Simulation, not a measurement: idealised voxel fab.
process module | voxel gate over fins
cross-section cut | 280 nm wide | cells 5 nm
A cross-section is a grid of square cells, given in bands from the top down. A band is one or more rows of cells.
Each band's line starts with the height of the band's top and of its bottom, in nm. Then come its materials from left to right, each with its width in nm. One material with "throughout" fills the band from edge to edge. "air" is empty space.
Height 0 is the level under which the wafer as received is all one material. The lowest band goes on downwards, as in "0 down".
A width such as "30 to 40" changes by the same amount from each row of cells to the next, from the band's top row to its bottom row.
"no change" after a step means that no cell of the cross-section changed.
closed voids: empty space of 8 cells or more with no open way to the top, each as width x height at its distance from the left edge, in nm
after a step's settings: what the simulator itself notes on the step
overlay nm, on a step with a mask: how far to the right of its planned place the mask lay; to the left if negative
plan
1 op RECEIVE | material Si
2 op CONFORMAL_DEP | material SiN | thk nm 10
3 op MASKED_ETCH | tone cover | mask id FINS | width nm 15 | pitch nm 45 | etch materials SiN | depth nm 10 | overlay nm 0
4 op MASKED_ETCH | tone cover | mask id FINS | width nm 15 | pitch nm 45 | etch materials Si | depth nm 30 | overlay nm 0
5 op OXIDIZE | depth nm 5
6 op FILL_DEP | material SiO2 | thk nm 5
7 op CMP | height nm 10
8 op SELECTIVE_ETCH | etch materials SiO2 | depth nm 20
9 op STRIP | etch materials SiN
10 op CONFORMAL_DEP | material HfO2 | thk nm 5
11 op CONFORMAL_DEP | material TiN | thk nm 5
12 op CONFORMAL_DEP | material TiAl | thk nm 5
13 op CONFORMAL_DEP | material TiN | thk nm 5
14 op FILL_DEP | material W | thk nm 15
15 op CMP | height nm 30
16 op CONFORMAL_DEP | material SiN | thk nm 10
first wafer, as planned
as received, after step 1
  0 down: Si throughout
  closed voids: none
after step 2
  10 to 0: SiN throughout
  below 0: unchanged
after step 3
  10 to 0: air 110 | SiN 15 | air 30 | SiN 15 | air 110
  below 0: unchanged
after step 4
  10 to 0: air 110 | SiN 15 | air 30 | SiN 15 | air 110
  0 to -30: air 110 | Si 15 | air 30 | Si 15 | air 110
  below -30: unchanged
after step 5
  10 to 0: air 110 | SiN 15 | air 30 | SiN 15 | air 110
  0 to -30: air 110 | SiO2 5 | Si 5 | SiO2 5 | air 30 | SiO2 5 | Si 5 | SiO2 5 | air 110
  -30 to -35: SiO2 115 | Si 5 | SiO2 40 | Si 5 | SiO2 115
  below -35: unchanged
after step 6
  15 to 10: SiO2 throughout
  10 to 0: SiO2 110 | SiN 15 | SiO2 30 | SiN 15 | SiO2 110
  0 to -35: SiO2 115 | Si 5 | SiO2 40 | Si 5 | SiO2 115
  below -35: unchanged
after step 7
  10 to 0: SiO2 110 | SiN 15 | SiO2 30 | SiN 15 | SiO2 110
  below 0: unchanged
after step 8
  10 to 0: air 110 | SiN 15 | air 30 | SiN 15 | air 110
  0 to -10: air 115 | Si 5 | air 40 | Si 5 | air 115
  below -10: unchanged
after step 9
  0 to -10: air 115 | Si 5 | air 40 | Si 5 | air 115
  below -10: unchanged
after step 10
  5 to 0: air 110 | HfO2 15 | air 30 | HfO2 15 | air 110
  0 to -5: air 110 | HfO2 5 | Si 5 | HfO2 5 | air 30 | HfO2 5 | Si 5 | HfO2 5 | air 110
  -5 to -10: HfO2 115 | Si 5 | HfO2 40 | Si 5 | HfO2 115
  below -10: unchanged
after step 11
  10 to 5: air 105 | TiN 25 | air 20 | TiN 25 | air 105
  5 to 0: air 105 | TiN 5 | HfO2 15 | TiN 5 | air 20 | TiN 5 | HfO2 15 | TiN 5 | air 105
  0 to -5: TiN 110 | HfO2 5 | Si 5 | HfO2 5 | TiN 30 | HfO2 5 | Si 5 | HfO2 5 | TiN 110
  below -5: unchanged
after step 12
  15 to 10: air 100 | TiAl 35 | air 10 | TiAl 35 | air 100
  10 to 5: air 100 | TiAl 5 | TiN 25 | TiAl 5 | air 10 | TiAl 5 | TiN 25 | TiAl 5 | air 100
  5 to 0: TiAl 105 | TiN 5 | HfO2 15 | TiN 5 | TiAl 20 | TiN 5 | HfO2 15 | TiN 5 | TiAl 105
  below 0: unchanged
after step 13
  20 to 15: air 95 | TiN 90 | air 95
  15 to 10: air 95 | TiN 5 | TiAl 35 | TiN 10 | TiAl 35 | TiN 5 | air 95
  10 to 5: TiN 100 | TiAl 5 | TiN 25 | TiAl 5 | TiN 10 | TiAl 5 | TiN 25 | TiAl 5 | TiN 100
  below 5: unchanged
after step 14
  35 to 20: W throughout
  20 to 15: W 95 | TiN 90 | W 95
  15 to 10: W 95 | TiN 5 | TiAl 35 | TiN 10 | TiAl 35 | TiN 5 | W 95
  below 10: unchanged
after step 15
  30 to 20: W throughout
  below 20: unchanged
after step 16
  40 to 30: SiN throughout
  below 30: unchanged
second wafer: like start, like plan, one mistake. Through step 2 it matches the first wafer
when step 3 should have ended
  10 to 0: SiN 110 | air 15 | SiN 30 | air 15 | SiN 110
  below 0: unchanged
when step 4 should have ended: no change
when step 5 should have ended
  10 to 0: SiN 110 | air 15 | SiN 30 | air 15 | SiN 110
  0 to -5: Si 105 | SiO2 25 | Si 20 | SiO2 25 | Si 105
  below -5: unchanged
when step 6 should have ended
  15 to 10: SiO2 throughout
  10 to 0: SiN 110 | SiO2 15 | SiN 30 | SiO2 15 | SiN 110
  below 0: unchanged
when step 7 should have ended
  10 to 0: SiN 110 | SiO2 15 | SiN 30 | SiO2 15 | SiN 110
  below 0: unchanged
when step 8 should have ended
  10 to 0: SiN 110 | air 15 | SiN 30 | air 15 | SiN 110
  0 to -5: Si 105 | air 25 | Si 20 | air 25 | Si 105
  below -5: unchanged
when step 9 should have ended
  0 to -5: Si 105 | air 25 | Si 20 | air 25 | Si 105
  below -5: unchanged
when step 10 should have ended
  5 to 0: HfO2 110 | air 15 | HfO2 30 | air 15 | HfO2 110
  0 to -5: Si 105 | HfO2 25 | Si 20 | HfO2 25 | Si 105
  below -5: unchanged
when step 11 should have ended
  10 to 5: TiN 115 | air 5 | TiN 40 | air 5 | TiN 115
  5 to 0: HfO2 110 | TiN 15 | HfO2 30 | TiN 15 | HfO2 110
  below 0: unchanged
when step 12 should have ended
  15 to 10: TiAl throughout
  10 to 5: TiN 115 | TiAl 5 | TiN 40 | TiAl 5 | TiN 115
  below 5: unchanged
when step 13 should have ended
  20 to 15: TiN throughout
  below 15: unchanged
when step 14 should have ended
  35 to 20: W throughout
  below 20: unchanged
when step 15 should have ended
  30 to 20: W throughout
  below 20: unchanged
when step 16 should have ended
  40 to 30: SiN throughout
  below 30: unchanged
what went wrong: step 3 ran as: op MASKED_ETCH | tone open | mask id FINS | width nm 15 | pitch nm 45 | etch materials SiN | depth nm 10 | overlay nm 0
at the end the second wafer has, in cells: 4 fewer of HfO2 | 368 more of Si | 270 fewer of SiO2 | 6 fewer of TiAl | 12 fewer of TiN | 76 fewer of W
